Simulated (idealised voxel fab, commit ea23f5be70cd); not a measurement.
Name of the process module below: voxel tone inversion
It is cross-section cut that appears here, measuring 175 nm in width, its square cells being 5 nm in size.
Cross-section = grid of square cells, listed top down in bands; band = one or more rows.
Band: top height; bottom height; in nm. Then, left to right: material with width in nm, for each material. "all across": a single material spanning edge to edge. "blank": empty space.
Heights from 0 (as-received wafer is one material below). Bottom band endless downward, as "z 0 and below".
A two-number width, for instance "30->40", indicates that the width is equal to the first number in the top row of the band and to the second number in the bottom row, and that it changes by a constant amount per row of cells.
"left unchanged", as given for a step, is the statement that not any cell of the cross-section underwent a change during that step.
Closed empty spaces (no open way to the top) of 8 cells or more are what "Closed void table" lists, each as width x height at distance from the left edge, nm for all three.
Note: text after step settings on the step line = simulator remark on that step.
overlay nm, on a step with a mask: how far to the right of its planned place the mask lay; to the left if negative

PROCESS STEPS FORESEEN IN THE PLAN
1,RECEIVE,material Si
2,CONFORMAL_DEP,material SiN,thk nm 5
3,DIRECTIONAL_DEP,material aC,thk nm 15
4,PATTERN,tone cover,mask id POSTS,material resist,width nm 25,pitch nm 55,thk nm 20,overlay nm 0
5,DIRECTIONAL_ETCH,etch materials aC,depth nm 15
6,STRIP,etch materials resist
7,FILL_DEP,material lowk,thk nm 5
8,CMP,height nm 20
9,STRIP,etch materials aC
10,CONFORMAL_DEP,material TiN,thk nm 5
11,FILL_DEP,material Ru,thk nm 5
12,CMP,height nm 20
13,CONFORMAL_DEP,material SiCN,thk nm 5
Wafer-to-wafer difference: thk nm, step 13. Common start. Plan = first wafer's value.

CROSS-SECTION, FIRST OF SEVERAL WAFERS, AS DELIVERED AFTER STEP 1
    z 0 and below  Si all across
    Closed void table: none

GAINED (+) OR LOST (-) CELLS OF EACH MATERIAL SINCE RECEIPT, THEN CLOSED VOIDS: ONE ROW PER WAFER, AT THE END OF THE MODULE
thk nm 5 | +18 Ru | +35 SiCN | +35 SiN | +27 TiN | +60 lowk | Closed void table: none
thk nm 10 | +18 Ru | +70 SiCN | +35 SiN | +27 TiN | +60 lowk | Closed void table: none
thk nm 15 | +18 Ru | +105 SiCN | +35 SiN | +27 TiN | +60 lowk | Closed void table: none
thk nm 20 | +18 Ru | +140 SiCN | +35 SiN | +27 TiN | +60 lowk | Closed void table: none
